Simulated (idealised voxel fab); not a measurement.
A process module follows: voxel wiring stack.
In the cross-section labelled cut, the width is 220 nm and each square cell is 5 nm.
Cross-section format: a grid of square cells, given as bands from top to bottom; each band is one or more rows of cells. A band entry consists of two parts. The first gives the height of the band's top and the height of its bottom, in nm. The rest lists the band's materials from left to right, each with its width in nm. A single material labelled with the word "edge to edge" fills the band from edge to edge, and the word "blank" marks empty space. Beneath 0, the wafer as received is one material, and that level is where height counting begins. The lowest band goes on downward without a bottom; it is written like "0 -> down". Width: "30 to 40" (first number = top row, second number = bottom row, same change from row to row of cells). "nothing changed", as given for a step, is the statement that not any cell of the cross-section underwent a change during that step. "Fully enclosed voids": sealed empty spaces, 8 cells or more, no open way to top, listed width x height at distance, with distance from the left edge and width, height and distance in nm. Step line, after settings: the simulator's comment on this step. "overlay nm" denotes, for a step that has a mask, the displacement of the mask to the right of its planned place, with negative values corresponding to the left.
plan
step 1: op RECEIVE | material Si
step 2: op CONFORMAL_DEP | material SiO2 | thk nm 10
step 3: op CONFORMAL_DEP | material SiN | thk nm 5
step 4: op DIRECTIONAL_DEP | material lowk | thk nm 20
step 5: op MASKED_ETCH | tone open | mask id METAL_1 | width nm 30 | pitch nm 50 | etch materials lowk | depth nm 20 | overlay nm 0
step 6: op MASKED_ETCH | tone open | mask id METAL_1 | width nm 30 | pitch nm 50 | etch materials SiN | depth nm 5 | overlay nm 0
step 7: op CONFORMAL_DEP | material TiN | thk nm 5
step 8: op FILL_DEP | material Cu | thk nm 10
step 9: op CMP | height nm 35
step 10: op EPI | material Ru | thk nm 5
step 11: op FILL_DEP | material SiCN | thk nm 5
step 12: op DIRECTIONAL_DEP | material lowk | thk nm 20
step 13: op MASKED_ETCH | tone open | mask id PLUG_1 | width nm 15 | etch materials lowk | depth nm 20 | overlay nm 0
step 14: op MASKED_ETCH | tone open | mask id PLUG_1 | width nm 15 | etch materials SiCN | depth nm 5 | overlay nm 0
step 15: op EPI | material Ru | thk nm 10
step 16: op EPI | material Ru | thk nm 10
step 17: op EPI | material Ru | thk nm 5
step 18: op CONFORMAL_DEP | material SiN | thk nm 5
step 19: op DIRECTIONAL_DEP | material lowk | thk nm 25
step 20: op MASKED_ETCH | tone open | mask id METAL_2 | width nm 30 | pitch nm 50 | etch materials lowk | depth nm 25 | overlay nm 0
step 21: op MASKED_ETCH | tone open | mask id METAL_2 | width nm 30 | pitch nm 50 | etch materials SiN | depth nm 5 | overlay nm 0
step 22: op CONFORMAL_DEP | material TiN | thk nm 5
step 23: op FILL_DEP | material W | thk nm 10
step 24: op CMP | height nm 95
step 25: op CONFORMAL_DEP | material SiCN | thk nm 5
step 26: op DIRECTIONAL_DEP | material SiO2 | thk nm 15
step 27: op PATTERN | tone open | mask id PLUG_2 | material resist | width nm 15 | pitch nm 50 | thk nm 20 | overlay nm 0
step 28: op DIRECTIONAL_ETCH | etch materials SiO2 | depth nm 15
step 29: op DIRECTIONAL_ETCH | etch materials SiCN | depth nm 5
step 30: op STRIP | etch materials resist
step 31: op EPI | material Ru | thk nm 10
step 32: op EPI | material Ru | thk nm 10
step 33: op CONFORMAL_DEP | material SiCN | thk nm 5
step 34: op DIRECTIONAL_DEP | material SiO2 | thk nm 15
step 35: op MASKED_ETCH | tone open | mask id METAL_3 | width nm 30 | pitch nm 50 | etch materials SiO2 | depth nm 15 | overlay nm 0
step 36: op MASKED_ETCH | tone open | mask id METAL_3 | width nm 30 | pitch nm 50 | etch materials SiCN | depth nm 5 | overlay nm 0
step 37: op CONFORMAL_DEP | material TiN | thk nm 5
step 38: op FILL_DEP | material W | thk nm 5
step 39: op CMP | height nm 135
step 40: op EPI | material Ru | thk nm 5
step 41: op FILL_DEP | material SiCN | thk nm 5
step 42: op DIRECTIONAL_DEP | material SiO2 | thk nm 10
step 43: op MASKED_ETCH | tone open | mask id PLUG_3 | width nm 15 | pitch nm 50 | etch materials SiO2 | depth nm 10 | overlay nm 0
step 44: op MASKED_ETCH | tone open | mask id PLUG_3 | width nm 15 | pitch nm 50 | etch materials SiCN | depth nm 5 | overlay nm 0
step 45: op EPI | material Ru | thk nm 10
step 46: op EPI | material Ru | thk nm 5
step 47: op CONFORMAL_DEP | material SiCN | thk nm 5
step 48: op DIRECTIONAL_DEP | material lowk | thk nm 15
step 49: op MASKED_ETCH | tone open | mask id METAL_4 | width nm 30 | pitch nm 50 | etch materials lowk | depth nm 15 | overlay nm 0
step 50: op MASKED_ETCH | tone open | mask id METAL_4 | width nm 30 | pitch nm 50 | etch materials SiCN | depth nm 5 | overlay nm -15
step 51: op CONFORMAL_DEP | material TiN | thk nm 5
step 52: op FILL_DEP | material W | thk nm 10
step 53: op CMP | height nm 175
step 54: op CONFORMAL_DEP | material SiCN | thk nm 5
Wafers differ in overlay nm at step 50; plan lists the first wafer's value; identical starting state.
First of several wafers, received after step 1, in cross-section
> 0 -> down = Si edge to edge
> Fully enclosed voids: none
Every row in this table is a wafer at the end of the module, and it gives, for each of the materials, the cells that wafer has gained (+) or lost (-) since it was received, then its closed voids
overlay nm -15 | +32 Cu | +89 Ru | +287 SiCN | +64 SiN | +374 SiO2 | +108 TiN | +82 W | +548 lowk | Fully enclosed voids: none
overlay nm -10 | +32 Cu | +89 Ru | +285 SiCN | +64 SiN | +374 SiO2 | +108 TiN | +84 W | +548 lowk | Fully enclosed voids: none
overlay nm -5 | +32 Cu | +89 Ru | +283 SiCN | +64 SiN | +374 SiO2 | +108 TiN | +86 W | +548 lowk | Fully enclosed voids: none
overlay nm 0 | +32 Cu | +89 Ru | +281 SiCN | +64 SiN | +374 SiO2 | +108 TiN | +88 W | +548 lowk | Fully enclosed voids: none
overlay nm 5 | +32 Cu | +89 Ru | +283 SiCN | +64 SiN | +374 SiO2 | +108 TiN | +86 W | +548 lowk | Fully enclosed voids: none
overlay nm 10 | +32 Cu | +89 Ru | +285 SiCN | +64 SiN | +374 SiO2 | +108 TiN | +84 W | +548 lowk | Fully enclosed voids: none
overlay nm 15 | +32 Cu | +89 Ru | +287 SiCN | +64 SiN | +374 SiO2 | +108 TiN | +82 W | +548 lowk | Fully enclosed voids: none
